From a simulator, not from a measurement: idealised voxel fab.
Title: Process Module voxel self aligned contacts
Cross-sectional view cut (width: 170 nm; square cell size: 5 nm).
Think of the cross-section as a grid of square cells. We describe it in bands, top to bottom, and each band covers one or more rows of those cells. It is stipulated that each band's entry specify, in nanometres, the height of the top of the band and then that of its bottom, followed by the materials of the band in left-to-right sequence, each together with its width in nanometres. A single material marked by the word "everywhere" is understood to fill the band from edge to edge; the word "empty" is understood to denote empty space. Convention: height 0 is the level below which the wafer, as received, is all one material. The lowest band does not terminate at the bottom but continues downward, represented as "top 0, no bottom". When a width is written as two numbers, as in "30 to 40", the first number is the width in the top row of cells of the band and the second is the width in its bottom row, and the width changes by the same amount from each row to the next. Where the words "no alteration" appear for a step, the cross-section shows no cell changed by that step; every cell remained as before. Entry "Closed-off voids" = empty spaces >= 8 cells with no open way to the top; each as width x height at distance, distance from left edge, all nm. It should be noted that, on the line of a given step, the content following the step's settings is a remark produced by the simulator itself with respect to that step. overlay nm: where the mask lay relative to plan, measured to the right, on steps with a mask; negatives go left.

HERE'S WHAT THE PLANNED PROCESS STEPS LOOK LIKE
- 1: RECEIVE | material Si
- 2: CONFORMAL_DEP | material SiO2 | thk nm 5
- 3: DIRECTIONAL_DEP | material polySi | thk nm 30
- 4: DIRECTIONAL_DEP | material SiN | thk nm 15
- 5: MASKED_ETCH | tone cover | mask id GATE | width nm 25 | pitch nm 50 | etch materials SiN | depth nm 15 | overlay nm 0
- 6: MASKED_ETCH | tone cover | mask id GATE | width nm 25 | pitch nm 50 | etch materials polySi | depth nm 30 | overlay nm 0
- 7: CONFORMAL_DEP | material SiN | thk nm 5
- 8: DIRECTIONAL_ETCH | etch materials SiN | depth nm 5
- 9: FILL_DEP | material SiO2 | thk nm 15
- 10: CMP | height nm 60
- 11: DIRECTIONAL_DEP | material aC | thk nm 10
- 12: PATTERN | tone open | mask id CONTACT | material resist | width nm 35 | pitch nm 50 | thk nm 30 | overlay nm 0
- 13: DIRECTIONAL_ETCH | etch materials aC | depth nm 10
- 14: STRIP | etch materials resist
- 15: DIRECTIONAL_ETCH | etch materials SiO2 | depth nm 60
- 16: STRIP | etch materials aC
- 17: CONFORMAL_DEP | material TiN | thk nm 5
- 18: FILL_DEP | material Ru | thk nm 5
- 19: CMP | height nm 60
- 20: CONFORMAL_DEP | material SiCN | thk nm 5

FIRST WAFER, TWO IN TOTAL, RUN AS PLANNED

CROSS-SECTION OF THE WAFER AT RECEIPT, WHICH IS THE CONDITION AFTER STEP 1
> top 0, no bottom | Si everywhere
> Closed-off voids: none

THE WAFER, SEEN IN CROSS-SECTION, AFTER STEP 2
> top 5, bottom 0 | SiO2 everywhere
> Everything under 0 stays put, no change at all.

THE WAFER, SEEN IN CROSS-SECTION, AFTER STEP 3
> top 35, bottom 5 | polySi everywhere
> Everything under 5 stays put, no change at all.

THE WAFER, SEEN IN CROSS-SECTION, AFTER STEP 4
> top 50, bottom 35 | SiN everywhere
> Everything under 35 stays put, no change at all.

THE WAFER, SEEN IN CROSS-SECTION, AFTER STEP 5
> top 50, bottom 35 | empty=20, then SiN=25, then empty=25, then SiN=25, then empty=25, then SiN=25, then empty=25
> Everything under 35 stays put, no change at all.

THE WAFER, SEEN IN CROSS-SECTION, AFTER STEP 6
> top 50, bottom 35 | empty=20, then SiN=25, then empty=25, then SiN=25, then empty=25, then SiN=25, then empty=25
> top 35, bottom 5 | empty=20, then polySi=25, then empty=25, then polySi=25, then empty=25, then polySi=25, then empty=25
> Everything under 5 stays put, no change at all.

THE WAFER, SEEN IN CROSS-SECTION, AFTER STEP 7
> top 55, bottom 35 | empty=15, then SiN=35, then empty=15, then SiN=35, then empty=15, then SiN=35, then empty=20
> top 35, bottom 10 | empty=15, then SiN=5, then polySi=25, then SiN=5, then empty=15, then SiN=5, then polySi=25, then SiN=5, then empty=15, then SiN=5, then polySi=25, then SiN=5, then empty=20
> top 10, bottom 5 | SiN=20, then polySi=25, then SiN=25, then polySi=25, then SiN=25, then polySi=25, then SiN=25
> Everything under 5 stays put, no change at all.

THE WAFER, SEEN IN CROSS-SECTION, AFTER STEP 8
> top 50, bottom 35 | empty=15, then SiN=35, then empty=15, then SiN=35, then empty=15, then SiN=35, then empty=20
> top 35, bottom 5 | empty=15, then SiN=5, then polySi=25, then SiN=5, then empty=15, then SiN=5, then polySi=25, then SiN=5, then empty=15, then SiN=5, then polySi=25, then SiN=5, then empty=20
> Everything under 5 stays put, no change at all.

THE WAFER, SEEN IN CROSS-SECTION, AFTER STEP 9
> top 65, bottom 50 | SiO2 everywhere
> top 50, bottom 35 | SiO2=15, then SiN=35, then SiO2=15, then SiN=35, then SiO2=15, then SiN=35, then SiO2=20
> top 35, bottom 5 | SiO2=15, then SiN=5, then polySi=25, then SiN=5, then SiO2=15, then SiN=5, then polySi=25, then SiN=5, then SiO2=15, then SiN=5, then polySi=25, then SiN=5, then SiO2=20
> Everything under 5 stays put, no change at all.

THE WAFER, SEEN IN CROSS-SECTION, AFTER STEP 10
> top 60, bottom 50 | SiO2 everywhere
> Everything under 50 stays put, no change at all.

THE WAFER, SEEN IN CROSS-SECTION, AFTER STEP 11
> top 70, bottom 60 | aC everywhere
> Everything under 60 stays put, no change at all.

THE WAFER, SEEN IN CROSS-SECTION, AFTER STEP 12
> top 100, bottom 70 | resist=40, then empty=35, then resist=15, then empty=35, then resist=45
> Everything under 70 stays put, no change at all.

THE WAFER, SEEN IN CROSS-SECTION, AFTER STEP 13
> top 90, bottom 70 | resist=40, then empty=35, then resist=15, then empty=35, then resist=45
> top 70, bottom 60 | aC=40, then empty=35, then aC=15, then empty=35, then aC=45
> Everything under 60 stays put, no change at all.

THE WAFER, SEEN IN CROSS-SECTION, AFTER STEP 14
> top 70, bottom 60 | aC=40, then empty=35, then aC=15, then empty=35, then aC=45
> Everything under 60 stays put, no change at all.

THE WAFER, SEEN IN CROSS-SECTION, AFTER STEP 15
> top 70, bottom 60 | aC=40, then empty=35, then aC=15, then empty=35, then aC=45
> top 60, bottom 50 | SiO2=40, then empty=35, then SiO2=15, then empty=35, then SiO2=45
> top 50, bottom 35 | SiO2=15, then SiN=35, then empty=15, then SiN=35, then empty=15, then SiN=35, then SiO2=20
> top 35, bottom 5 | SiO2=15, then SiN=5, then polySi=25, then SiN=5, then empty=15, then SiN=5, then polySi=25, then SiN=5, then empty=15, then SiN=5, then polySi=25, then SiN=5, then SiO2=20
> top 5, bottom 0 | SiO2=50, then empty=15, then SiO2=35, then empty=15, then SiO2=55
> Everything under 0 stays put, no change at all.

THE WAFER, SEEN IN CROSS-SECTION, AFTER STEP 16
> top 60, bottom 50 | SiO2=40, then empty=35, then SiO2=15, then empty=35, then SiO2=45
> Everything under 50 stays put, no change at all.

THE WAFER, SEEN IN CROSS-SECTION, AFTER STEP 17
> top 65, bottom 60 | TiN=45, then empty=25, then TiN=25, then empty=25, then TiN=50
> top 60, bottom 50 | SiO2=40, then TiN=5 to 15, then empty=25 to 5, then TiN=5 to 15, then SiO2=15, then TiN=5 to 15, then empty=25 to 5, then TiN=5 to 15, then SiO2=45
> top 50, bottom 35 | SiO2=15, then SiN=35, then TiN=5, then empty=5, then TiN=5, then SiN=35, then TiN=5, then empty=5, then TiN=5, then SiN=35, then SiO2=20
> top 35, bottom 5 | SiO2=15, then SiN=5, then polySi=25, then SiN=5, then TiN=5, then empty=5, then TiN=5, then SiN=5, then polySi=25, then SiN=5, then TiN=5, then empty=5, then TiN=5, then SiN=5, then polySi=25, then SiN=5, then SiO2=20
> top 5, bottom 0 | SiO2=50, then TiN=15, then SiO2=35, then TiN=15, then SiO2=55
> Everything under 0 stays put, no change at all.

THE WAFER, SEEN IN CROSS-SECTION, AFTER STEP 18
> top 70, bottom 65 | Ru everywhere
> top 65, bottom 60 | TiN=45, then Ru=25, then TiN=25, then Ru=25, then TiN=50
> top 60, bottom 50 | SiO2=40, then TiN=5 to 15, then Ru=25 to 5, then TiN=5 to 15, then SiO2=15, then TiN=5 to 15, then Ru=25 to 5, then TiN=5 to 15, then SiO2=45
> top 50, bottom 35 | SiO2=15, then SiN=35, then TiN=5, then Ru=5, then TiN=5, then SiN=35, then TiN=5, then Ru=5, then TiN=5, then SiN=35, then SiO2=20
> top 35, bottom 5 | SiO2=15, then SiN=5, then polySi=25, then SiN=5, then TiN=5, then Ru=5, then TiN=5, then SiN=5, then polySi=25, then SiN=5, then TiN=5, then Ru=5, then TiN=5, then SiN=5, then polySi=25, then SiN=5, then SiO2=20
> Everything under 5 stays put, no change at all.

THE WAFER, SEEN IN CROSS-SECTION, AFTER STEP 19
> top 60, bottom 50 | SiO2=40, then TiN=5 to 15, then Ru=25 to 5, then TiN=5 to 15, then SiO2=15, then TiN=5 to 15, then Ru=25 to 5, then TiN=5 to 15, then SiO2=45
> Everything under 50 stays put, no change at all.

THE WAFER, SEEN IN CROSS-SECTION, AFTER STEP 20
> top 65, bottom 60 | SiCN everywhere
> Everything under 60 stays put, no change at all.

THE SECOND WAFER: COMMON ORIGIN AND PLAN, ONE MISTAKE IN EXECUTION, IDENTICAL TO THE FIRST THROUGH STEP 11

CROSS-SECTION OF THE SECOND WAFER AT THE TIME STEP 12 OF THE PLAN SHOULD HAVE ENDED
> top 100, bottom 70 | resist=30, then empty=35, then resist=15, then empty=35, then resist=55
> Everything under 70 stays put, no change at all.

CROSS-SECTION OF THE SECOND WAFER AT THE TIME STEP 13 OF THE PLAN SHOULD HAVE ENDED
> top 90, bottom 70 | resist=30, then empty=35, then resist=15, then empty=35, then resist=55
> top 70, bottom 60 | aC=30, then empty=35, then aC=15, then empty=35, then aC=55
> Everything under 60 stays put, no change at all.

CROSS-SECTION OF THE SECOND WAFER AT THE TIME STEP 14 OF THE PLAN SHOULD HAVE ENDED
> top 70, bottom 60 | aC=30, then empty=35, then aC=15, then empty=35, then aC=55
> Everything under 60 stays put, no change at all.

CROSS-SECTION OF THE SECOND WAFER AT THE TIME STEP 15 OF THE PLAN SHOULD HAVE ENDED
> top 70, bottom 60 | aC=30, then empty=35, then aC=15, then empty=35, then aC=55
> top 60, bottom 50 | SiO2=30, then empty=35, then SiO2=15, then empty=35, then SiO2=55
> top 50, bottom 35 | SiO2=15, then SiN=35, then empty=15, then SiN=35, then empty=15, then SiN=35, then SiO2=20
> top 35, bottom 5 | SiO2=15, then SiN=5, then polySi=25, then SiN=5, then empty=15, then SiN=5, then polySi=25, then SiN=5, then empty=15, then SiN=5, then polySi=25, then SiN=5, then SiO2=20
> top 5, bottom 0 | SiO2=50, then empty=15, then SiO2=35, then empty=15, then SiO2=55
> Everything under 0 stays put, no change at all.

CROSS-SECTION OF THE SECOND WAFER AT THE TIME STEP 16 OF THE PLAN SHOULD HAVE ENDED
> top 60, bottom 50 | SiO2=30, then empty=35, then SiO2=15, then empty=35, then SiO2=55
> Everything under 50 stays put, no change at all.

CROSS-SECTION OF THE SECOND WAFER AT THE TIME STEP 17 OF THE PLAN SHOULD HAVE ENDED
> top 65, bottom 60 | TiN=35, then empty=25, then TiN=25, then empty=25, then TiN=60
> top 60, bottom 50 | SiO2=30, then TiN=5 to 25, then empty=25 to 5, then TiN=5, then SiO2=15, then TiN=5 to 25, then empty=25 to 5, then TiN=5, then SiO2=55
> top 50, bottom 35 | SiO2=15, then SiN=35, then TiN=5, then empty=5, then TiN=5, then SiN=35, then TiN=5, then empty=5, then TiN=5, then SiN=35, then SiO2=20
> top 35, bottom 5 | SiO2=15, then SiN=5, then polySi=25, then SiN=5, then TiN=5, then empty=5, then TiN=5, then SiN=5, then polySi=25, then SiN=5, then TiN=5, then empty=5, then TiN=5, then SiN=5, then polySi=25, then SiN=5, then SiO2=20
> top 5, bottom 0 | SiO2=50, then TiN=15, then SiO2=35, then TiN=15, then SiO2=55
> Everything under 0 stays put, no change at all.

CROSS-SECTION OF THE SECOND WAFER AT THE TIME STEP 18 OF THE PLAN SHOULD HAVE ENDED
> top 70, bottom 65 | Ru everywhere
> top 65, bottom 60 | TiN=35, then Ru=25, then TiN=25, then Ru=25, then TiN=60
> top 60, bottom 50 | SiO2=30, then TiN=5 to 25, then Ru=25 to 5, then TiN=5, then SiO2=15, then TiN=5 to 25, then Ru=25 to 5, then TiN=5, then SiO2=55
> top 50, bottom 35 | SiO2=15, then SiN=35, then TiN=5, then Ru=5, then TiN=5, then SiN=35, then TiN=5, then Ru=5, then TiN=5, then SiN=35, then SiO2=20
> top 35, bottom 5 | SiO2=15, then SiN=5, then polySi=25, then SiN=5, then TiN=5, then Ru=5, then TiN=5, then SiN=5, then polySi=25, then SiN=5, then TiN=5, then Ru=5, then TiN=5, then SiN=5, then polySi=25, then SiN=5, then SiO2=20
> Everything under 5 stays put, no change at all.

CROSS-SECTION OF THE SECOND WAFER AT THE TIME STEP 19 OF THE PLAN SHOULD HAVE ENDED
> top 60, bottom 50 | SiO2=30, then TiN=5 to 25, then Ru=25 to 5, then TiN=5, then SiO2=15, then TiN=5 to 25, then Ru=25 to 5, then TiN=5, then SiO2=55
> Everything under 50 stays put, no change at all.

CROSS-SECTION OF THE SECOND WAFER AT THE TIME STEP 20 OF THE PLAN SHOULD HAVE ENDED
> top 65, bottom 60 | SiCN everywhere
> Everything under 60 stays put, no change at all.
what went wrong: the process deviated at step 12: the operation and settings actually run there were PATTERN | tone open | mask id CONTACT | material resist | width nm 35 | pitch nm 50 | thk nm 30 | overlay nm -10
Upon completion, the cell count for each material on the second wafer equals that on the first, whereas the spatial distribution of those cells differs.
